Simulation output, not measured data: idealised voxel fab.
The name of this process module is voxel gate over fins.
Cross-sectional view cut (width: 220 nm; square cell size: 5 nm).
Cross-section = grid of square cells, listed top down in bands; band = one or more rows. It is stipulated that each band's entry specify, in nanometres, the height of the top of the band and then that of its bottom, followed by the materials of the band in left-to-right sequence, each together with its width in nanometres. A single material marked by the word "full width" is understood to fill the band from edge to edge; the word "empty" is understood to denote empty space. Counting heights begins at 0, where everything beneath is, in the wafer as received, one material. The lowest band has no bottom; it goes on downwards, as "0 and below" shows. With a width like "30..40", each row of cells in the band differs from the next by the same amount, the top row carrying the first number and the bottom row the second. It should be understood that the words "remains unaltered", when stated for a given step, signify that the cross-section underwent no change in any of its cells during that step. Heads up: "Trapped cavities" only lists the empty pockets with no open path to the top that are 8 cells or more, and it writes them as width x height at distance, distance from the left edge, in nm. What comes after the settings on a step's line is commentary from the simulator itself on that step. overlay nm: mask right of planned place by this much (step with mask). Neg. = left.
This section lists the process steps that were planned:
1. RECEIVE | material Si
2. CONFORMAL_DEP | material SiN | thk nm 5
3. MASKED_ETCH | tone cover | mask id FINS | width nm 15 | pitch nm 50 | etch materials SiN | depth nm 5 | overlay nm 0
4. MASKED_ETCH | tone cover | mask id FINS | width nm 15 | pitch nm 50 | etch materials Si | depth nm 40 | overlay nm 0
5. FILL_DEP | material SiO2 | thk nm 5
6. CMP | height nm 5
7. PATTERN | tone open | mask id RAIL | material resist | width nm 15 | thk nm 15 | overlay nm 0
8. DIRECTIONAL_ETCH | etch materials SiO2 | depth nm 40
9. STRIP | etch materials resist
10. CONFORMAL_DEP | material TiN | thk nm 5
11. FILL_DEP | material Ru | thk nm 10
12. CMP | height nm 5
13. SELECTIVE_ETCH | etch materials W Ru TiN | depth nm 30
14. FILL_DEP | material SiO2 | thk nm 5
15. CMP | height nm 5
16. SELECTIVE_ETCH | etch materials SiO2 | depth nm 20
17. STRIP | etch materials SiN
18. CONFORMAL_DEP | material HfO2 | thk nm 5
19. CONFORMAL_DEP | material TiN | thk nm 5
20. CONFORMAL_DEP | material TiAl | thk nm 5
21. CONFORMAL_DEP | material TiN | thk nm 5
22. FILL_DEP | material W | thk nm 15
23. CMP | height nm 30
24. CONFORMAL_DEP | material SiN | thk nm 5
Delivered wafer in cross-section: state after step 1:
    0 and below = Si full width
    Trapped cavities: none
Final cross-section, module run with one mistake (start and plan as above):
    35 down to 30 = SiN full width
    30 down to 25 = W=20; TiN=175; W=25
    25 down to 20 = W=20; TiN=5; TiAl=165; TiN=5; W=25
    20 down to 15 = W=20; TiN=5; TiAl=5; TiN=155; TiAl=5; TiN=5; W=25
    15 down to 10 = TiN=25; TiAl=5; TiN=5; HfO2=45; TiN=5; HfO2=45; TiN=5; HfO2=45; TiN=5; TiAl=5; TiN=30
    10 down to 5 = TiAl=30; TiN=5; HfO2=45; TiN=5; HfO2=45; TiN=5; HfO2=45; TiN=5; TiAl=35
    5 down to 0 = TiN=35; HfO2=45; TiN=5; HfO2=45; TiN=5; HfO2=45; TiN=40
    0 down to -15 = HfO2=50; Si=15; HfO2=35; Si=15; HfO2=35; Si=15; HfO2=55
    -15 down to -25 = SiO2=50; Si=15; SiO2=35; Si=15; SiO2=35; Si=15; SiO2=55
    -25 down to -30 = SiO2=50; Si=15; SiO2=10; TiN=5; Ru=5; TiN=5; SiO2=10; Si=15; SiO2=35; Si=15; SiO2=55
    -30 down to -35 = SiO2=50; Si=15; SiO2=10; TiN=15; SiO2=10; Si=15; SiO2=35; Si=15; SiO2=55
    -35 down to -40 = SiO2=50; Si=15; SiO2=35; Si=15; SiO2=35; Si=15; SiO2=55
    -40 and below = Si full width
    Trapped cavities: none
Diagnosis: the process deviated at step 18: the operation and settings actually run there were CONFORMAL_DEP | material HfO2 | thk nm 15
